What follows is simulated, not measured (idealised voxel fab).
This section sets out a process module, namely voxel self aligned vias.
The cross-section on display is named cut; it measures 295 nm wide, and its cells are 5 nm squares.
Just so we're on the same page, the cross-sections are grids of square cells, and they're listed out in bands top to bottom, each band one or more rows deep. Band: top height; bottom height; in nm. Then, left to right: material with width in nm, for each material. "edge to edge": a single material spanning edge to edge. "air": empty space. The level at which height equals 0 is the one under which the wafer, as it arrives, is entirely one material. No lower edge exists for the bottom band, which continues downward and is notated as in "0 and below". The width entry "30..40" should be interpreted row by row: the top row of cells in the band takes the first number, the bottom row takes the second number, and the change between adjacent rows is uniform throughout. The cross-section has no changed cell in any step marked "changes: none". Heads up: "Closed void list" only lists the empty pockets with no open path to the top that are 8 cells or more, and it writes them as width x height at distance, distance from the left edge, in nm. Step line, after settings: the simulator's comment on this step. When a step includes a mask, the "overlay nm" setting on its line states how far to the right of its planned place that mask lay, and negative values state how far to the left.

[Set out below are the planned steps of the process]
| 1 | RECEIVE,material Si |
| 2 | CONFORMAL_DEP,material SiO2,thk nm 10 |
| 3 | CONFORMAL_DEP,material SiCN,thk nm 5 |
| 4 | DIRECTIONAL_DEP,material SiO2,thk nm 25 |
| 5 | DIRECTIONAL_DEP,material aC,thk nm 15 |
| 6 | PATTERN,tone open,mask id LINES,material resist,width nm 20,pitch nm 55,thk nm 30,overlay nm 0 |
| 7 | DIRECTIONAL_ETCH,etch materials aC,depth nm 15 |
| 8 | STRIP,etch materials resist |
| 9 | DIRECTIONAL_ETCH,etch materials SiO2,depth nm 25 |
| 10 | STRIP,etch materials aC |
| 11 | CONFORMAL_DEP,material TiN,thk nm 5 |
| 12 | FILL_DEP,material W,thk nm 10 |
| 13 | CMP,height nm 40 |
| 14 | SELECTIVE_ETCH,etch materials W Ru TiN,depth nm 5 |
| 15 | FILL_DEP,material SiN,thk nm 5 |
| 16 | CMP,height nm 40 |
| 17 | DIRECTIONAL_DEP,material SiO2,thk nm 20 |
| 18 | MASKED_ETCH,tone open,mask id VIAS,width nm 30,pitch nm 55,etch materials SiO2,depth nm 20,overlay nm 0 |
| 19 | MASKED_ETCH,tone open,mask id VIAS,width nm 30,pitch nm 55,etch materials SiN,depth nm 5,overlay nm 0 |
| 20 | CONFORMAL_DEP,material TiN,thk nm 5 |
| 21 | FILL_DEP,material Ru,thk nm 10 |
| 22 | CMP,height nm 60 |
| 23 | CONFORMAL_DEP,material SiN,thk nm 5 |

[Cross-sectional view of the wafer in its as-received condition, corresponding to the state after step 1]
- 0 and below = Si edge to edge
- Closed void list: none

[Cross-sectional image of the first of two wafers at the end of the module, the run having proceeded as planned]
- 65 down to 60 = SiN edge to edge
- 60 down to 45 = 75 SiO2; 5 TiN; 20 Ru; 5 TiN; 25 SiO2; 5 TiN; 20 Ru; 5 TiN; 25 SiO2; 5 TiN; 20 Ru; 5 TiN; 80 SiO2
- 45 down to 40 = 75 SiO2; 10 TiN; 10 Ru; 10 TiN; 25 SiO2; 10 TiN; 10 Ru; 10 TiN; 25 SiO2; 10 TiN; 10 Ru; 10 TiN; 80 SiO2
- 40 down to 35 = 80 SiO2; 20 TiN; 35 SiO2; 20 TiN; 35 SiO2; 20 TiN; 85 SiO2
- 35 down to 20 = 80 SiO2; 5 TiN; 10 W; 5 TiN; 35 SiO2; 5 TiN; 10 W; 5 TiN; 35 SiO2; 5 TiN; 10 W; 5 TiN; 85 SiO2
- 20 down to 15 = 80 SiO2; 20 TiN; 35 SiO2; 20 TiN; 35 SiO2; 20 TiN; 85 SiO2
- 15 down to 10 = SiCN edge to edge
- 10 down to 0 = SiO2 edge to edge
- 0 and below = Si edge to edge
- Closed void list: none

[Wafer two, end of module, cross-section. Same start, same plan as wafer one. One mistake in the run]
- 65 down to 60 = SiN edge to edge
- 60 down to 45 = 70 Ru; 5 TiN; 30 SiO2; 5 TiN; 15 Ru; 5 TiN; 30 SiO2; 5 TiN; 15 Ru; 5 TiN; 30 SiO2; 5 TiN; 75 Ru
- 45 down to 40 = 75 TiN; 30 SiO2; 25 TiN; 30 SiO2; 25 TiN; 30 SiO2; 80 TiN
- 40 down to 35 = 80 SiO2; 20 SiN; 35 SiO2; 20 SiN; 35 SiO2; 20 SiN; 85 SiO2
- 35 down to 20 = 80 SiO2; 5 TiN; 10 W; 5 TiN; 35 SiO2; 5 TiN; 10 W; 5 TiN; 35 SiO2; 5 TiN; 10 W; 5 TiN; 85 SiO2
- 20 down to 15 = 80 SiO2; 20 TiN; 35 SiO2; 20 TiN; 35 SiO2; 20 TiN; 85 SiO2
- 15 down to 10 = SiCN edge to edge
- 10 down to 0 = SiO2 edge to edge
- 0 and below = Si edge to edge
- Closed void list: none
What was done differently from what was planned? step 18 went in with a setting other than planned; the actual run was MASKED_ETCH,tone cover,mask id VIAS,width nm 30,pitch nm 55,etch materials SiO2,depth nm 20,overlay nm 0
Materials where the second wafer ends with more or fewer cells than the first: Ru: 63 more, SiN: 12 more, SiO2: 92 fewer, TiN: 17 more
